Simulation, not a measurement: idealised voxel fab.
Process module, titled voxel fin reveal
Cross-section cut: width 285 nm, square cells of 5 nm.
Throughout this document, each cross-section is represented as a grid of square cells and is presented as a sequence of bands enumerated from the top downward, where a band comprises one or more rows of cells. Heights first: top, then bottom, in nm. Then materials, left to right, each with a width in nm. "all across" on a single material: fills the band edge to edge. "blank": empty space. Heights are expressed relative to 0, this being the level below which the as-received wafer comprises one material exclusively. The lowest band is unbounded in the downward direction and is denoted as in "0..down". Width: "30 to 40" (first number = top row, second number = bottom row, same change from row to row of cells). Key: "nothing changed" - step with no changed cell in the cross-section. Look at "Cavities, sealed" for the closed voids: empty spaces with no open path to the top, sized 8 cells or up. Each is width x height at distance, distance from the left edge, all nm. If you see something after the settings on a step's line, that's the simulator's own remark about that step. overlay nm: how far to the right of its planned place the mask lay on this masked step (negative: to the left).

-- Planned process steps
1: RECEIVE (material Si)
2: CONFORMAL_DEP (material SiN; thk nm 10)
3: MASKED_ETCH (tone cover; mask id FINS; width nm 15; pitch nm 35; etch materials SiN; depth nm 10; overlay nm 0)
4: MASKED_ETCH (tone cover; mask id FINS; width nm 15; pitch nm 35; etch materials Si; depth nm 30; overlay nm 0)
5: OXIDIZE (depth nm 5)
6: FILL_DEP (material SiO2; thk nm 15)
7: CMP (height nm 10)
8: SELECTIVE_ETCH (etch materials SiO2; depth nm 20)
9: STRIP (etch materials SiN)
10: CONFORMAL_DEP (material SiO2; thk nm 5)

-- So this is the incoming wafer in cross-section - it's already been through step 1
  0..down | Si all across
  Cavities, sealed: none

-- Wafer at module end, in section. Began as above, planned as above, run with one mistake
  5..0 | 80 blank / 15 SiO2 / 20 blank / 15 SiO2 / 20 blank / 15 SiO2 / 20 blank / 15 SiO2 / 85 blank
  0..-5 | 80 blank / 5 SiO2 / 5 Si / 5 SiO2 / 20 blank / 5 SiO2 / 5 Si / 5 SiO2 / 20 blank / 5 SiO2 / 5 Si / 5 SiO2 / 20 blank / 5 SiO2 / 5 Si / 5 SiO2 / 85 blank
  -5..-45 | 85 SiO2 / 5 Si / 30 SiO2 / 5 Si / 30 SiO2 / 5 Si / 30 SiO2 / 5 Si / 90 SiO2
  -45..down | Si all across
  Cavities, sealed: none
The mistake made against the process plan was this: so step 4 ended up running with a different setting than we planned, it ran as MASKED_ETCH (tone cover; mask id FINS; width nm 15; pitch nm 35; etch materials Si; depth nm 40; overlay nm 0)
